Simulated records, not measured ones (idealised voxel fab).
Process module in this document: voxel transistor to metal
Xsec cut, 195 nm wide, square cell size 5 nm.
Cross-section = grid of square cells, listed top down in bands; band = one or more rows. It is stipulated that each band's entry specify, in nanometres, the height of the top of the band and then that of its bottom, followed by the materials of the band in left-to-right sequence, each together with its width in nanometres. A single material marked by the word "everywhere" is understood to fill the band from edge to edge; the word "empty" is understood to denote empty space. Measure heights from 0. That's the level where, below it, the as-received wafer is all one material. The lowest band is bottomless and extends downward; write it as in "0 and below". A two-number width, for instance "30->40", indicates that the width is equal to the first number in the top row of the band and to the second number in the bottom row, and that it changes by a constant amount per row of cells. No cell of the cross-section changed in a step that is given as "stayed the same". Voids not open to the top, 8 cells minimum: see "Voids, fully enclosed". Written width x height at distance; distance is from the left edge; nm. Step line, after settings: the simulator's comment on this step. overlay nm: mask right of planned place by this much (step with mask). Neg. = left.
Process steps - plan
step 1: RECEIVE (material Si)
step 2: OXIDIZE (depth nm 5)
step 3: CONFORMAL_DEP (material SiN; thk nm 10)
step 4: DIRECTIONAL_DEP (material aC; thk nm 10)
step 5: PATTERN (tone cover; mask id ACTIVE; material resist; width nm 115; thk nm 30; overlay nm 0)
step 6: DIRECTIONAL_ETCH (etch materials aC; depth nm 10)
step 7: STRIP (etch materials resist)
step 8: DIRECTIONAL_ETCH (etch materials SiN; depth nm 10)
step 9: DIRECTIONAL_ETCH (etch materials SiO2; depth nm 5)
step 10: DIRECTIONAL_ETCH (etch materials Si; depth nm 20)
step 11: STRIP (etch materials aC)
step 12: OXIDIZE (depth nm 5)
step 13: FILL_DEP (material SiO2; thk nm 5)
step 14: CMP (height nm 10)
step 15: SELECTIVE_ETCH (etch materials SiO2; depth nm 10)
step 16: STRIP (etch materials SiN)
step 17: SELECTIVE_ETCH (etch materials SiO2; depth nm 5)
step 18: OXIDIZE (depth nm 5)
step 19: DIRECTIONAL_DEP (material polySi; thk nm 30)
step 20: DIRECTIONAL_DEP (material SiCN; thk nm 15)
step 21: PATTERN (tone cover; mask id GATE; material resist; width nm 25; thk nm 20; overlay nm 0)
step 22: DIRECTIONAL_ETCH (etch materials SiCN; depth nm 25)
step 23: DIRECTIONAL_ETCH (etch materials polySi; depth nm 40)
step 24: STRIP (etch materials resist)
step 25: CONFORMAL_DEP (material SiO2; thk nm 5)
step 26: DIRECTIONAL_ETCH (etch materials SiO2; depth nm 5)
step 27: CONFORMAL_DEP (material SiN; thk nm 5)
step 28: DIRECTIONAL_ETCH (etch materials SiN; depth nm 5)
step 29: DIRECTIONAL_ETCH (etch materials SiO2; depth nm 5)
step 30: DIRECTIONAL_ETCH (etch materials Si; depth nm 10)
step 31: EPI (material nSi; thk nm 10)
step 32: FILL_DEP (material SiO2; thk nm 10)
step 33: CMP (height nm 25)
step 34: STRIP (etch materials polySi)
step 35: SELECTIVE_ETCH (etch materials SiO2; depth nm 5)
step 36: CONFORMAL_DEP (material HfO2; thk nm 5)
step 37: CONFORMAL_DEP (material TiN; thk nm 5)
step 38: FILL_DEP (material W; thk nm 10)
step 39: CMP (height nm 20)
step 40: DIRECTIONAL_DEP (material SiO2; thk nm 10)
step 41: MASKED_ETCH (tone open; mask id CONTACT; width nm 20; pitch nm 85; etch materials SiO2; depth nm 40; overlay nm 0)
step 42: CONFORMAL_DEP (material TiN; thk nm 5)
step 43: FILL_DEP (material W; thk nm 5)
step 44: CMP (height nm 30)
step 45: CONFORMAL_DEP (material SiN; thk nm 5)
step 46: DIRECTIONAL_DEP (material SiO2; thk nm 20)
step 47: MASKED_ETCH (tone open; mask id METAL_1; width nm 20; pitch nm 85; etch materials SiO2; depth nm 20; overlay nm 0)
step 48: MASKED_ETCH (tone open; mask id METAL_1; width nm 20; pitch nm 85; etch materials SiN; depth nm 5; overlay nm 0)
step 49: CONFORMAL_DEP (material TiN; thk nm 5)
step 50: FILL_DEP (material W; thk nm 10)
step 51: CMP (height nm 55)
step 52: EPI (material Ru; thk nm 5)
step 53: FILL_DEP (material SiCN; thk nm 5)
step 54: DIRECTIONAL_DEP (material lowk; thk nm 30)
step 55: DIRECTIONAL_DEP (material aC; thk nm 15)
step 56: PATTERN (tone open; mask id METAL_2_HOLES; material resist; width nm 15; pitch nm 85; thk nm 30; overlay nm 0)
step 57: DIRECTIONAL_ETCH (etch materials aC; depth nm 15)
step 58: STRIP (etch materials resist)
step 59: DIRECTIONAL_ETCH (etch materials lowk; depth nm 30)
step 60: STRIP (etch materials aC)
step 61: MASKED_ETCH (tone open; mask id METAL_2; width nm 20; pitch nm 85; etch materials lowk; depth nm 20; overlay nm 0)
step 62: MASKED_ETCH (tone open; mask id METAL_2; width nm 20; pitch nm 85; etch materials SiCN; depth nm 5; overlay nm 0)
step 63: CONFORMAL_DEP (material TiN; thk nm 5)
step 64: FILL_DEP (material Cu; thk nm 10)
step 65: CMP (height nm 95)
step 66: CONFORMAL_DEP (material SiN; thk nm 5)
Wafer at receipt (post step 1), cross-section
  0 and below: Si everywhere
  Voids, fully enclosed: none
Sectioned view, first of two wafers, at the close of the module, processed as intended in the plan
  100 down to 95: SiN everywhere
  95 down to 80: lowk 45  TiN 5  Cu 10  TiN 5  lowk 65  TiN 5  Cu 10  TiN 5  lowk 45
  80 down to 75: lowk 45  TiN 5  Cu 5  TiN 10  lowk 65  TiN 5  Cu 5  TiN 10  lowk 45
  75 down to 65: lowk 45  TiN 5  Cu 5  TiN 5  lowk 70  TiN 5  Cu 5  TiN 5  lowk 50
  65 down to 60: SiCN 45  TiN 15  SiCN 70  TiN 15  SiCN 50
  60 down to 55: SiCN 40  Ru 30  SiCN 55  Ru 30  SiCN 40
  55 down to 35: SiO2 45  TiN 5  W 10  TiN 5  SiO2 65  TiN 5  W 10  TiN 5  SiO2 45
  35 down to 30: SiN 45  TiN 20  SiN 65  TiN 20  SiN 45
  30 down to 20: SiO2 45  TiN 5  W 10  TiN 5  SiO2 65  TiN 5  W 10  TiN 5  SiO2 45
  20 down to 0: SiO2 45  TiN 5  W 10  TiN 5  SiO2 10  SiN 5  HfO2 5  TiN 5  W 15  TiN 5  HfO2 5  SiN 5  SiO2 10  TiN 5  W 10  TiN 5  SiO2 45
  0 down to -5: SiO2 45  TiN 5  W 10  TiN 5  nSi 10  SiN 5  HfO2 5  TiN 25  HfO2 5  SiN 5  nSi 10  TiN 5  W 10  TiN 5  SiO2 45
  -5 down to -10: SiO2 45  TiN 20  nSi 10  SiO2 5  HfO2 35  SiO2 5  nSi 10  TiN 20  SiO2 45
  -10 down to -20: SiO2 45  nSi 30  Si 45  nSi 30  SiO2 45
  -20 down to -30: SiO2 45  Si 105  SiO2 45
  -30 and below: Si everywhere
  Voids, fully enclosed: none
The second wafer, shown in cross-section after the module: started the same way as the first and given the same plan, yet one mistake crept into how it was run
  100 down to 95: SiN everywhere
  95 down to 80: lowk 45  TiN 5  Cu 10  TiN 5  lowk 65  TiN 5  Cu 10  TiN 5  lowk 45
  80 down to 75: lowk 45  TiN 5  Cu 5  TiN 10  lowk 65  TiN 5  Cu 5  TiN 10  lowk 45
  75 down to 65: lowk 45  TiN 5  Cu 5  TiN 5  lowk 70  TiN 5  Cu 5  TiN 5  lowk 50
  65 down to 60: SiCN 45  TiN 15  SiCN 70  TiN 15  SiCN 50
  60 down to 55: SiCN 40  Ru 30  SiCN 55  Ru 30  SiCN 40
  55 down to 35: SiO2 45  TiN 5  W 10  TiN 5  SiO2 65  TiN 5  W 10  TiN 5  SiO2 45
  35 down to 30: SiN 45  TiN 20  SiN 65  TiN 20  SiN 45
  30 down to 20: SiO2 45  TiN 5  W 10  TiN 5  SiO2 65  TiN 5  W 10  TiN 5  SiO2 45
  20 down to 0: SiO2 45  TiN 5  W 10  TiN 5  SiO2 10  SiN 5  TiN 5  W 25  TiN 5  SiN 5  SiO2 10  TiN 5  W 10  TiN 5  SiO2 45
  0 down to -5: SiO2 45  TiN 5  W 10  TiN 5  nSi 10  SiN 5  TiN 5  W 25  TiN 5  SiN 5  nSi 10  TiN 5  W 10  TiN 5  SiO2 45
  -5 down to -10: SiO2 45  TiN 20  nSi 10  SiO2 5  TiN 35  SiO2 5  nSi 10  TiN 20  SiO2 45
  -10 down to -20: SiO2 45  nSi 30  Si 45  nSi 30  SiO2 45
  -20 down to -30: SiO2 45  Si 105  SiO2 45
  -30 and below: Si everywhere
  Voids, fully enclosed: none
Deviation from plan: plan step 36: skipped, not run
Count the cells at the end and the second wafer has more or fewer of some materials than the first: -17 HfO2 | +4 TiN | +13 W
